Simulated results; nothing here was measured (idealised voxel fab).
Documented hereafter: the process module known as voxel released beams.
Displayed cross-section: cut, width of 295 nm, square cells sized 5 nm.
How to read a cross-section here: the picture is a grid of square cells, written as bands going from the top down, and any band can span one or more rows of cells. Each band's line starts with the height of the band's top and of its bottom, in nm. Then come its materials from left to right, each with its width in nm. One material with "edge to edge" fills the band from edge to edge. "empty" is empty space. The level at which height equals 0 is the one under which the wafer, as it arrives, is entirely one material. No lower edge exists for the bottom band, which continues downward and is notated as in "0..down". Width: "30 to 40" (first number = top row, second number = bottom row, same change from row to row of cells). Where a step carries "remained the same", the cross-section came out of it unchanged, cell for cell. "Unvented voids" means: voids of 8 cells or more that are shut off from the top with no open way through. Written width x height at distance, distance from the left edge, in nm. Anything after a step's settings on that line? It's the simulator's own note about the step. overlay nm: mask right of planned place by this much (step with mask). Neg. = left.

-- Process steps - plan
1) RECEIVE, material Si
2) CONFORMAL_DEP, material Al2O3, thk nm 10
3) DIRECTIONAL_DEP, material SiO2, thk nm 15
4) PATTERN, tone open, mask id ANCHOR, material resist, width nm 35, thk nm 20, overlay nm 0
5) DIRECTIONAL_ETCH, etch materials SiO2, depth nm 15
6) STRIP, etch materials resist
7) CONFORMAL_DEP, material SiN, thk nm 15
8) DIRECTIONAL_DEP, material aC, thk nm 15
9) PATTERN, tone cover, mask id BEAM, material resist, width nm 115, thk nm 30, overlay nm 0
10) DIRECTIONAL_ETCH, etch materials aC, depth nm 15
11) STRIP, etch materials resist
12) DIRECTIONAL_ETCH, etch materials SiN, depth nm 15
13) STRIP, etch materials aC
14) STRIP, etch materials SiO2

-- The cross-section here shows the wafer as received, i.e. in its state after step 1
  0..down  Si edge to edge
  Unvented voids: none

-- Wafer at module end, in section. Began as above, planned as above, run with one mistake
  40..25  85 of empty; 10 of SiN; 5 of empty; 100 of SiN; 95 of empty
  25..10  80 of empty; 35 of SiN; 180 of empty
  10..0  Al2O3 edge to edge
  0..down  Si edge to edge
  Unvented voids: none
What was the processing mistake? not per plan at step 4, really ran PATTERN, tone open, mask id ANCHOR, material resist, width nm 35, thk nm 20, overlay nm -10
